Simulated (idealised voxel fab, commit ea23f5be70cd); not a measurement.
This is a process module. Its name is voxel local oxidation.
We display cut, a cross-section 290 nm in width whose square cells are each 5 nm.
Cross-section, as written here: a square-cell grid given band by band from the top down, where a band holds one or more rows of cells.
This entry defines a band. It first specifies the height of the band's top and the height of its bottom in nm, and then specifies the band's materials from left to right, stating each material with its width in nm. The word "edge to edge" identifies a single material that fills the band from edge to edge, while the word "blank" identifies empty space.
Where do heights start? At 0: under that level the wafer as delivered is made of one material only. And the lowest band has no floor; it just carries on downward, as in "0 nm and below".
Width: "30->40" (first number = top row, second number = bottom row, same change from row to row of cells).
Where the words "no modification" appear for a step, the cross-section shows no cell changed by that step; every cell remained as before.
Voids not open to the top, 8 cells minimum: see "Closed void roster". Written width x height at distance; distance is from the left edge; nm.
Heads up: the bit after the settings on a step's line is the simulator's remark on that step.
A step's line can hold "overlay nm"; with a mask on that step, the setting says how far right of the planned place the mask lay, while a negative setting says it lay to the left.
List of planned process steps
1) RECEIVE: material Si
2) CONFORMAL_DEP: material SiO2, thk nm 5
3) CONFORMAL_DEP: material SiN, thk nm 15
4) MASKED_ETCH: tone cover, mask id ACTIVE, width nm 90, pitch nm 130, etch materials SiN, depth nm 15, overlay nm 0
5) SELECTIVE_ETCH: etch materials SiO2, depth nm 5
6) OXIDIZE: depth nm 15
7) STRIP: etch materials SiN
On the first of the two wafers: run conducted according to plan
Wafer cross-section on receipt, i.e. after step 1
	0 nm and below = Si edge to edge
	Closed void roster: none
Cross-section of the wafer subsequent to step 2
	5 nm to 0 nm = SiO2 edge to edge
	Unchanged below 0.
Cross-section of the wafer subsequent to step 3
	20 nm to 5 nm = SiN edge to edge
	Unchanged below 5.
Cross-section of the wafer subsequent to step 4
	20 nm to 5 nm = blank (35), SiN (90), blank (40), SiN (90), blank (35)
	Unchanged below 5.
Cross-section of the wafer subsequent to step 5
	20 nm to 5 nm = blank (35), SiN (90), blank (40), SiN (90), blank (35)
	5 nm to 0 nm = blank (40), SiO2 (80), blank (50), SiO2 (80), blank (40)
	Unchanged below 0.
Cross-section of the wafer subsequent to step 6
	20 nm to 5 nm = blank (35), SiN (90), blank (40), SiN (90), blank (35)
	5 nm to 0 nm = blank (40), SiO2 (80), blank (50), SiO2 (80), blank (40)
	0 nm to -15 nm = SiO2 (55), Si (50), SiO2 (80), Si (50), SiO2 (55)
	Unchanged below -15.
Cross-section of the wafer subsequent to step 7
	5 nm to 0 nm = blank (40), SiO2 (80), blank (50), SiO2 (80), blank (40)
	Unchanged below 0.
Wafer two of two - same starting point, same process plan, one mistake in execution; matches wafer one up to and including step 5
when step 6 should have ended
	20 nm to 5 nm = blank (35), SiN (90), blank (40), SiN (90), blank (35)
	5 nm to 0 nm = blank (40), SiO2 (80), blank (50), SiO2 (80), blank (40)
	0 nm to -10 nm = SiO2 (50), Si (60), SiO2 (70), Si (60), SiO2 (50)
	Unchanged below -10.
when step 7 should have ended
	5 nm to 0 nm = blank (40), SiO2 (80), blank (50), SiO2 (80), blank (40)
	Unchanged below 0.
So what did we get wrong on this run? step 6: run off-plan, actual operation and settings OXIDIZE: depth nm 10
FYI, end of process, the second wafer has more or fewer cells of some materials than the first: 46 more of Si, 46 fewer of SiO2
